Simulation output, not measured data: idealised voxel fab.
Title: Process Module voxel self aligned contacts
We display cut, a cross-section 205 nm in width whose square cells are each 5 nm.
In this document a cross-section is written as a grid of square cells. It is given as a series of bands, listed from the top down, and a band is one or more rows of cells. Band: top and bottom heights (nm) first, top before bottom; then materials from left to right, widths in nm. "edge to edge" marks a sole material filling the band edge to edge. "air" denotes empty space. Counting heights begins at 0, where everything beneath is, in the wafer as received, one material. The lowest band has no bottom; it goes on downwards, as "z 0 and below" shows. Quick explanation for "30->40": the width changes in equal steps down the rows of cells, from the first number in the band's top row to the second number in its bottom row. Where a step carries "nothing altered", the cross-section came out of it unchanged, cell for cell. Any empty space of 8 cells or more lacking an open way to the top shows up in "Enclosed cavity list" as width x height at distance, distance from the left edge, in nm. Text after the settings on a step's line: the simulator's own remark on that step. Among the settings permitted on a step's line is "overlay nm"; applied to a step with a mask, it specifies the extent to which the mask lay to the right of its planned position, whereas a negative figure signifies a position to the left.

# List of planned process steps
1) RECEIVE: material Si
2) OXIDIZE: depth nm 5
3) DIRECTIONAL_DEP: material polySi, thk nm 20
4) DIRECTIONAL_DEP: material SiN, thk nm 20
5) PATTERN: tone cover, mask id GATE, material resist, width nm 35, pitch nm 65, thk nm 20, overlay nm 0
6) DIRECTIONAL_ETCH: etch materials SiN, depth nm 20
7) DIRECTIONAL_ETCH: etch materials polySi, depth nm 20
8) STRIP: etch materials resist
9) CONFORMAL_DEP: material SiN, thk nm 5
10) DIRECTIONAL_ETCH: etch materials SiN, depth nm 5
11) FILL_DEP: material SiO2, thk nm 15
12) CMP: height nm 50
13) PATTERN: tone open, mask id CONTACT, material resist, width nm 40, pitch nm 65, thk nm 15, overlay nm 0
14) DIRECTIONAL_ETCH: etch materials SiO2, depth nm 55
15) STRIP: etch materials resist
16) CONFORMAL_DEP: material TiN, thk nm 5
17) FILL_DEP: material W, thk nm 5
18) CMP: height nm 50
19) CONFORMAL_DEP: material SiN, thk nm 5

# As-received wafer cross-section (after step 1)
	z 0 and below = Si edge to edge
	Enclosed cavity list: none

# Figure: cross-sectional view of the wafer upon completion of the module, processed from the initial state and according to the plan depicted above, with one error introduced during execution
	z 55 to 50 = SiN edge to edge
	z 50 to 45 = 45 of W, 5 of TiN, 40 of SiO2, 5 of TiN, 15 of W, 5 of TiN, 40 of SiO2, 5 of TiN, 45 of W
	z 45 to 40 = 10 of W, 40 of TiN, 40 of SiO2, 25 of TiN, 40 of SiO2, 40 of TiN, 10 of W
	z 40 to 20 = 10 of W, 5 of TiN, 45 of SiN, 20 of SiO2, 45 of SiN, 20 of SiO2, 45 of SiN, 5 of TiN, 10 of W
	z 20 to 0 = 10 of W, 5 of TiN, 5 of SiN, 35 of polySi, 5 of SiN, 20 of SiO2, 5 of SiN, 35 of polySi, 5 of SiN, 20 of SiO2, 5 of SiN, 35 of polySi, 5 of SiN, 5 of TiN, 10 of W
	z 0 to -5 = 15 of TiN, 175 of SiO2, 15 of TiN
	z -5 and below = Si edge to edge
	Enclosed cavity list: none
What went wrong in running the wafer? step 13 ran as: PATTERN: tone cover, mask id CONTACT, material resist, width nm 40, pitch nm 65, thk nm 15, overlay nm 0
